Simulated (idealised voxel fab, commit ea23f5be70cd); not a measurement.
Documented hereafter: the process module known as voxel ribs on slabs.
The width of the displayed cross-section, cut, is 140 nm; its cells are square, with a size of 5 nm.
When this document writes out a cross-section, it uses a grid of square cells and lists it as bands, beginning at the top and moving down, with a band standing for one or more rows of cells. For a band, the entry starts with two heights in nm, that of the top and then that of the bottom, and carries on with the band's materials in order from left to right, each alongside its width in nm; the word "everywhere" beside a single material means it fills the band edge to edge, and "empty" means empty space. Height datum 0, below which the as-received substrate wafer is one material. Lowest band open at the bottom, running downward: "0 nm and below". Note: "30 to 40" means the width goes from the first number (top row of the band) to the second number (bottom row) in equal steps per row of cells. Reading "no modifications" for a step: not a cell of the cross-section changed in it. Closed void list: empty space of 8 cells or more with no open way to the top, each as width x height at its distance from the left edge, in nm. The remark found on a step's line after its settings is issued by the simulator itself and pertains to that step. overlay nm, on a step with a mask: how far to the right of its planned place the mask lay; to the left if negative.
Listed below are the process steps as planned
1,RECEIVE, material Si
2,DIRECTIONAL_DEP, material SiO2, thk nm 25
3,DIRECTIONAL_DEP, material polySi, thk nm 15
4,DIRECTIONAL_DEP, material aC, thk nm 10
5,PATTERN, tone cover, mask id RIB, material resist, width nm 25, thk nm 30, overlay nm 0
6,DIRECTIONAL_ETCH, etch materials aC, depth nm 10
7,STRIP, etch materials resist
8,DIRECTIONAL_ETCH, etch materials polySi, depth nm 10
9,STRIP, etch materials aC
10,DIRECTIONAL_DEP, material aC, thk nm 10
11,PATTERN, tone cover, mask id SLAB, material resist, width nm 65, thk nm 30, overlay nm 0
12,DIRECTIONAL_ETCH, etch materials aC, depth nm 10
13,STRIP, etch materials resist
14,DIRECTIONAL_ETCH, etch materials polySi, depth nm 5
15,STRIP, etch materials aC
16,FILL_DEP, material SiO2, thk nm 25
17,CMP, height nm 60
18,DIRECTIONAL_DEP, material TiN, thk nm 10
19,DIRECTIONAL_DEP, material aC, thk nm 10
20,PATTERN, tone cover, mask id HEATER, material resist, width nm 35, thk nm 25, overlay nm 0
21,DIRECTIONAL_ETCH, etch materials aC, depth nm 10
22,STRIP, etch materials resist
23,DIRECTIONAL_ETCH, etch materials TiN, depth nm 10
24,STRIP, etch materials aC
25,CONFORMAL_DEP, material SiO2, thk nm 10
Wafer at receipt (post step 1), cross-section
    0 nm and below | Si everywhere
    Closed void list: none
Run as planned - first of the two wafers cross-sectioned at the end of the module
    80 nm to 70 nm | 40 empty; 55 SiO2; 45 empty
    70 nm to 60 nm | 50 SiO2; 35 TiN; 55 SiO2
    60 nm to 40 nm | SiO2 everywhere
    40 nm to 30 nm | 55 SiO2; 25 polySi; 60 SiO2
    30 nm to 25 nm | 35 SiO2; 65 polySi; 40 SiO2
    25 nm to 0 nm | SiO2 everywhere
    0 nm and below | Si everywhere
    Closed void list: none
Second wafer of the two, sectioned at the end of the module. It began like the first and followed the same plan, but one mistake was made while running it
    80 nm to 70 nm | 40 empty; 55 SiO2; 45 empty
    70 nm to 60 nm | 50 SiO2; 35 TiN; 55 SiO2
    60 nm to 55 nm | SiO2 everywhere
    55 nm to 45 nm | 55 SiO2; 25 polySi; 60 SiO2
    45 nm to 40 nm | 35 SiO2; 65 polySi; 40 SiO2
    40 nm to 25 nm | polySi everywhere
    25 nm to 0 nm | SiO2 everywhere
    0 nm and below | Si everywhere
    Closed void list: none
Deviation noted in wafer processing: regarding the plan, step 3 was run twice
Wrapping up, a cell-based count of both wafers puts the second over or under the first for these materials: SiO2 -84; polySi +84
